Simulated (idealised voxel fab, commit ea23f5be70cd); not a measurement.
process module | voxel capacitor over wiring
cross-section cut | 265 nm wide | cells 5 nm
A cross-section is a grid of square cells, given in bands from the top down. A band is one or more rows of cells.
Each band's line starts with the height of the band's top and of its bottom, in nm. Then come its materials from left to right, each with its width in nm. One material with "throughout" fills the band from edge to edge. "air" is empty space.
Height 0 is the level under which the wafer as received is all one material. The lowest band goes on downwards, as in "0 down".
A width such as "30 to 40" changes by the same amount from each row of cells to the next, from the band's top row to its bottom row.
"no change" after a step means that no cell of the cross-section changed.
closed voids: empty space of 8 cells or more with no open way to the top, each as width x height at its distance from the left edge, in nm
after a step's settings: what the simulator itself notes on the step
overlay nm, on a step with a mask: how far to the right of its planned place the mask lay; to the left if negative
plan
1 op RECEIVE | material Si
2 op CONFORMAL_DEP | material SiO2 | thk nm 15
3 op CONFORMAL_DEP | material SiN | thk nm 5
4 op DIRECTIONAL_DEP | material lowk | thk nm 25
5 op PATTERN | tone open | mask id METAL_1 | material resist | width nm 30 | pitch nm 85 | thk nm 15 | overlay nm 0
6 op DIRECTIONAL_ETCH | etch materials lowk | depth nm 25
7 op DIRECTIONAL_ETCH | etch materials SiN | depth nm 5
8 op STRIP | etch materials resist
9 op CONFORMAL_DEP | material TiN | thk nm 5
10 op FILL_DEP | material W | thk nm 10
11 op CMP | height nm 45
12 op EPI | material Ru | thk nm 5
13 op FILL_DEP | material SiCN | thk nm 5
14 op DIRECTIONAL_DEP | material lowk | thk nm 20
15 op MASKED_ETCH | tone open | mask id PLUG_1 | width nm 15 | etch materials lowk | depth nm 20 | overlay nm 0
16 op MASKED_ETCH | tone open | mask id PLUG_1 | width nm 15 | etch materials SiCN | depth nm 5 | overlay nm 0
17 op CONFORMAL_DEP | material TiN | thk nm 5
18 op FILL_DEP | material Cu | thk nm 5
19 op CMP | height nm 75
20 op DIRECTIONAL_DEP | material TiN | thk nm 10
21 op DIRECTIONAL_DEP | material HfO2 | thk nm 5
22 op DIRECTIONAL_DEP | material TiN | thk nm 5
23 op DIRECTIONAL_DEP | material aC | thk nm 15
24 op PATTERN | tone cover | mask id UPPER_PLATE | material resist | width nm 60 | thk nm 35 | overlay nm 0
25 op DIRECTIONAL_ETCH | etch materials aC | depth nm 15
26 op STRIP | etch materials resist
27 op DIRECTIONAL_ETCH | etch materials TiN | depth nm 5
28 op DIRECTIONAL_ETCH | etch materials HfO2 | depth nm 5
29 op STRIP | etch materials aC
30 op MASKED_ETCH | tone cover | mask id LOWER_PLATE | width nm 70 | etch materials TiN | depth nm 10 | overlay nm 0
31 op FILL_DEP | material SiO2 | thk nm 15
32 op CMP | height nm 105
33 op PATTERN | tone open | mask id PLUG_2 | material resist | width nm 15 | thk nm 15 | overlay nm 0
34 op DIRECTIONAL_ETCH | etch materials SiO2 | depth nm 10
35 op STRIP | etch materials resist
36 op CONFORMAL_DEP | material TiN | thk nm 5
37 op FILL_DEP | material Ru | thk nm 5
38 op CMP | height nm 105
39 op CONFORMAL_DEP | material SiCN | thk nm 5
as received, after step 1
  0 down: Si throughout
  closed voids: none
first wafer at the end, as planned
  110 to 105: SiCN throughout
  105 to 100: SiO2 100 | TiN 5 | Ru 5 | TiN 5 | SiO2 150
  100 to 90: SiO2 100 to 90 | TiN 15 to 60 | SiO2 150 to 115
  90 to 85: SiO2 90 | HfO2 60 | SiO2 115
  85 to 75: SiO2 85 | TiN 70 | SiO2 110
  75 to 55: lowk 90 | TiN 5 | Cu 5 | TiN 5 | lowk 160
  55 to 50: SiCN 90 | TiN 15 | SiCN 160
  50 to 45: SiCN 70 | Ru 40 | SiCN 45 | Ru 40 | SiCN 70
  45 to 20: lowk 75 | TiN 5 | W 20 | TiN 5 | lowk 55 | TiN 5 | W 20 | TiN 5 | lowk 75
  20 to 15: SiN 75 | TiN 30 | SiN 55 | TiN 30 | SiN 75
  15 to 0: SiO2 throughout
  0 down: Si throughout
  closed voids: none
second wafer at the end: like start, like plan, one mistake
  110 to 105: SiCN throughout
  105 to 100: SiO2 100 | TiN 5 | Ru 5 | TiN 5 | SiO2 150
  100 to 90: SiO2 100 to 90 | TiN 15 to 60 | SiO2 150 to 115
  90 to 85: SiO2 90 | HfO2 60 | SiO2 115
  85 to 75: SiO2 90 | TiN 65 | SiO2 110
  75 to 55: lowk 90 | TiN 5 | Cu 5 | TiN 5 | lowk 160
  55 to 50: SiCN 90 | TiN 15 | SiCN 160
  50 to 45: SiCN 70 | Ru 40 | SiCN 45 | Ru 40 | SiCN 70
  45 to 20: lowk 75 | TiN 5 | W 20 | TiN 5 | lowk 55 | TiN 5 | W 20 | TiN 5 | lowk 75
  20 to 15: SiN 75 | TiN 30 | SiN 55 | TiN 30 | SiN 75
  15 to 0: SiO2 throughout
  0 down: Si throughout
  closed voids: none
what went wrong: step 30 ran as: op MASKED_ETCH | tone cover | mask id LOWER_PLATE | width nm 65 | etch materials TiN | depth nm 10 | overlay nm 0
at the end the second wafer has, in cells: 2 more of SiO2 | 2 fewer of TiN
